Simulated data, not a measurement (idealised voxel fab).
You're looking at the process module voxel double patterning.
This is section cut - it's 230 nm across, gridded in 5 nm square cells.
For the purposes of this document, a cross-section shall be understood as a grid of square cells, specified as bands listed in top-to-bottom order, each band consisting of one or more rows of cells. Quick guide to a band line: top height, bottom height (nm) up front; then every material left to right with its width in nm. Only one material and it's marked "everywhere"? Then it fills the band edge to edge. And "empty" just means empty space. Ref level 0: as-received wafer is one material below here. Bottom band extends down with no lower bound ("0 and below"). Quick explanation for "30..40": the width changes in equal steps down the rows of cells, from the first number in the band's top row to the second number in its bottom row. It should be understood that the words "no modifications", when stated for a given step, signify that the cross-section underwent no change in any of its cells during that step. So "Trapped void list" is basically the list of trapped voids: any empty space of 8 cells or more that can't reach the top through an opening. They're written width x height at distance, the distance being from the left edge, and it's all nm. Formally, on a step line, whatever follows the settings is a remark that the simulator itself makes on the step. Each step line may optionally specify "overlay nm", which for a step with a mask gives the rightward distance between the mask's planned place and where it lay, a negative value indicating the leftward direction.
# Set out below are the planned steps of the process
- 1: RECEIVE with material Si
- 2: CONFORMAL_DEP with material SiO2, thk nm 10
- 3: DIRECTIONAL_DEP with material W, thk nm 15
- 4: DIRECTIONAL_DEP with material SiCN, thk nm 5
- 5: MASKED_ETCH with tone open, mask id FIRST, width nm 15, pitch nm 50, etch materials SiCN, depth nm 5, overlay nm 0
- 6: DIRECTIONAL_DEP with material aC, thk nm 10
- 7: PATTERN with tone open, mask id SECOND, material resist, width nm 15, pitch nm 50, thk nm 30, overlay nm 0
- 8: DIRECTIONAL_ETCH with etch materials aC, depth nm 10
- 9: STRIP with etch materials resist
- 10: DIRECTIONAL_ETCH with etch materials SiCN, depth nm 5
- 11: STRIP with etch materials aC
- 12: DIRECTIONAL_ETCH with etch materials W, depth nm 15
- 13: STRIP with etch materials SiCN
# First wafer, two in total, run as planned
# Step 1 complete: cross-section of the wafer as received
- 0 and below | Si everywhere
- Trapped void list: none
# Once step 2 is through, the wafer looks like this in cross-section
- 10 down to 0 | SiO2 everywhere
- Below 0 it's all the same as before, nothing changed down there.
# Once step 3 is through, the wafer looks like this in cross-section
- 25 down to 10 | W everywhere
- Below 10 it's all the same as before, nothing changed down there.
# Once step 4 is through, the wafer looks like this in cross-section
- 30 down to 25 | SiCN everywhere
- Below 25 it's all the same as before, nothing changed down there.
# Once step 5 is through, the wafer looks like this in cross-section
- 30 down to 25 | 55 SiCN | 15 empty | 35 SiCN | 15 empty | 35 SiCN | 15 empty | 60 SiCN
- Below 25 it's all the same as before, nothing changed down there.
# Once step 6 is through, the wafer looks like this in cross-section
- 40 down to 35 | 55 aC | 15 empty | 35 aC | 15 empty | 35 aC | 15 empty | 60 aC
- 35 down to 30 | aC everywhere
- 30 down to 25 | 55 SiCN | 15 aC | 35 SiCN | 15 aC | 35 SiCN | 15 aC | 60 SiCN
- Below 25 it's all the same as before, nothing changed down there.
# Once step 7 is through, the wafer looks like this in cross-section
- 70 down to 40 | 80 resist | 15 empty | 35 resist | 15 empty | 85 resist
- 40 down to 35 | 55 aC | 15 resist | 35 aC | 15 resist | 35 aC | 15 resist | 60 aC
- Below 35 it's all the same as before, nothing changed down there.
# Once step 8 is through, the wafer looks like this in cross-section
- 60 down to 40 | 80 resist | 15 empty | 35 resist | 15 empty | 85 resist
- 40 down to 35 | 55 aC | 15 resist | 10 aC | 15 empty | 10 aC | 15 resist | 10 aC | 15 empty | 10 aC | 15 resist | 60 aC
- 35 down to 30 | 80 aC | 15 empty | 35 aC | 15 empty | 85 aC
- Below 30 it's all the same as before, nothing changed down there.
# Once step 9 is through, the wafer looks like this in cross-section
- 40 down to 35 | 55 aC | 15 empty | 10 aC | 15 empty | 10 aC | 15 empty | 10 aC | 15 empty | 10 aC | 15 empty | 60 aC
- Below 35 it's all the same as before, nothing changed down there.
# Once step 10 is through, the wafer looks like this in cross-section
- 40 down to 35 | 55 aC | 15 empty | 10 aC | 15 empty | 10 aC | 15 empty | 10 aC | 15 empty | 10 aC | 15 empty | 60 aC
- 35 down to 30 | 80 aC | 15 empty | 35 aC | 15 empty | 85 aC
- 30 down to 25 | 55 SiCN | 15 aC | 10 SiCN | 15 empty | 10 SiCN | 15 aC | 10 SiCN | 15 empty | 10 SiCN | 15 aC | 60 SiCN
- Below 25 it's all the same as before, nothing changed down there.
# Once step 11 is through, the wafer looks like this in cross-section
- 30 down to 25 | 55 SiCN | 15 empty | 10 SiCN | 15 empty | 10 SiCN | 15 empty | 10 SiCN | 15 empty | 10 SiCN | 15 empty | 60 SiCN
- Below 25 it's all the same as before, nothing changed down there.
# Once step 12 is through, the wafer looks like this in cross-section
- 30 down to 25 | 55 SiCN | 15 empty | 10 SiCN | 15 empty | 10 SiCN | 15 empty | 10 SiCN | 15 empty | 10 SiCN | 15 empty | 60 SiCN
- 25 down to 10 | 55 W | 15 empty | 10 W | 15 empty | 10 W | 15 empty | 10 W | 15 empty | 10 W | 15 empty | 60 W
- Below 10 it's all the same as before, nothing changed down there.
# Once step 13 is through, the wafer looks like this in cross-section
- 25 down to 10 | 55 W | 15 empty | 10 W | 15 empty | 10 W | 15 empty | 10 W | 15 empty | 10 W | 15 empty | 60 W
- Below 10 it's all the same as before, nothing changed down there.
# Wafer two of two - same starting point, same process plan, one mistake in execution; matches wafer one up to and including step 6
# X-section, second wafer, when step 7 was due to finish
- 70 down to 40 | 80 empty | 15 resist | 35 empty | 15 resist | 85 empty
- Below 40 it's all the same as before, nothing changed down there.
# X-section, second wafer, when step 8 was due to finish
- 60 down to 40 | 80 empty | 15 resist | 35 empty | 15 resist | 85 empty
- 40 down to 30 | 80 empty | 15 aC | 35 empty | 15 aC | 85 empty
- 30 down to 25 | 55 SiCN | 15 empty | 35 SiCN | 15 empty | 35 SiCN | 15 empty | 60 SiCN
- Below 25 it's all the same as before, nothing changed down there.
# X-section, second wafer, when step 9 was due to finish
- 40 down to 30 | 80 empty | 15 aC | 35 empty | 15 aC | 85 empty
- Below 30 it's all the same as before, nothing changed down there.
# X-section, second wafer, when step 10 was due to finish
- 40 down to 30 | 80 empty | 15 aC | 35 empty | 15 aC | 85 empty
- 30 down to 25 | 80 empty | 15 SiCN | 35 empty | 15 SiCN | 85 empty
- Below 25 it's all the same as before, nothing changed down there.
# X-section, second wafer, when step 11 was due to finish
- 30 down to 25 | 80 empty | 15 SiCN | 35 empty | 15 SiCN | 85 empty
- Below 25 it's all the same as before, nothing changed down there.
# X-section, second wafer, when step 12 was due to finish
- 30 down to 25 | 80 empty | 15 SiCN | 35 empty | 15 SiCN | 85 empty
- 25 down to 10 | 80 empty | 15 W | 35 empty | 15 W | 85 empty
- Below 10 it's all the same as before, nothing changed down there.
# X-section, second wafer, when step 13 was due to finish
- 25 down to 10 | 80 empty | 15 W | 35 empty | 15 W | 85 empty
- Below 10 it's all the same as before, nothing changed down there.
Diagnosis: in deviation from the planned setting, step 7 was conducted as PATTERN with tone cover, mask id SECOND, material resist, width nm 15, pitch nm 50, thk nm 30, overlay nm 0
The final cell counts differ between the wafers, with the second having more or fewer of some materials than the first: -75 W
